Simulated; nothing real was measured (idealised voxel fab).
Process module, titled voxel ribs on slabs
Square cells of 5 nm make up the cross-section cut, whose width is 255 nm.
The cross-sections in this document take the form of a grid made of square cells. They are written out as bands, in order from top to bottom. Each band consists of one or more rows of cells. Basically the band line says how high the top is and how high the bottom is, in nm, and then what's in it from left to right, every material with its width in nm. Empty space shows up as "air", and if a single material carries "throughout" it runs the full band edge to edge. We count height from 0. Below that, the starting wafer is all one material. The lowest band never ends at the bottom but goes on down; see "0..down" for how that is written. With a width like "30->40", each row of cells in the band differs from the next by the same amount, the top row carrying the first number and the bottom row the second. The cross-section has no changed cell in any step marked "stayed the same". "Enclosed void listing" specifies each empty space that is not open to the top and that occupies no fewer than 8 cells, using the form width x height at distance, the distance measured from the left edge and all three quantities in nm. Whatever follows a step's settings on its line is a remark the simulator itself makes about that step. Among the settings permitted on a step's line is "overlay nm"; applied to a step with a mask, it specifies the extent to which the mask lay to the right of its planned position, whereas a negative figure signifies a position to the left.

This section lists the process steps that were planned:
1: RECEIVE [material Si]
2: DIRECTIONAL_DEP [material SiO2] [thk nm 20]
3: DIRECTIONAL_DEP [material polySi] [thk nm 15]
4: MASKED_ETCH [tone cover] [mask id RIB] [width nm 20] [etch materials polySi] [depth nm 5] [overlay nm 0]
5: DIRECTIONAL_DEP [material aC] [thk nm 15]
6: PATTERN [tone cover] [mask id SLAB] [material resist] [width nm 70] [thk nm 30] [overlay nm 0]
7: DIRECTIONAL_ETCH [etch materials aC] [depth nm 15]
8: STRIP [etch materials resist]
9: DIRECTIONAL_ETCH [etch materials polySi] [depth nm 10]
10: STRIP [etch materials aC]
11: FILL_DEP [material SiO2] [thk nm 20]
12: CMP [height nm 45]
13: DIRECTIONAL_DEP [material W] [thk nm 5]
14: MASKED_ETCH [tone cover] [mask id HEATER] [width nm 30] [etch materials W] [depth nm 5] [overlay nm 0]
15: CONFORMAL_DEP [material SiN] [thk nm 5]

So this is the incoming wafer in cross-section - it's already been through step 1:
- 0..down = Si throughout
- Enclosed void listing: none

Sectioned view, first of two wafers, at the close of the module, processed as intended in the plan:
- 55..50 = 105 nm air  40 nm SiN  110 nm air
- 50..45 = 110 nm SiN  30 nm W  115 nm SiN
- 45..35 = SiO2 throughout
- 35..30 = 115 nm SiO2  20 nm polySi  120 nm SiO2
- 30..20 = 90 nm SiO2  70 nm polySi  95 nm SiO2
- 20..0 = SiO2 throughout
- 0..down = Si throughout
- Enclosed void listing: none

Cross-section at end of module for the second wafer of two, which matched the first in starting point and plan and differed by one mistake in its processing:
- 55..50 = 115 nm SiN  20 nm air  120 nm SiN
- 50..45 = 110 nm W  30 nm SiN  115 nm W
- 45..35 = SiO2 throughout
- 35..30 = 115 nm SiO2  20 nm polySi  120 nm SiO2
- 30..20 = 90 nm SiO2  70 nm polySi  95 nm SiO2
- 20..0 = SiO2 throughout
- 0..down = Si throughout
- Enclosed void listing: none
What was the processing mistake? heads up, step 14 didn't go per plan, it actually ran as MASKED_ETCH [tone open] [mask id HEATER] [width nm 30] [etch materials W] [depth nm 5] [overlay nm 0]
End check, counted in cells, second wafer has more or fewer of these materials than the first: W: 39 more
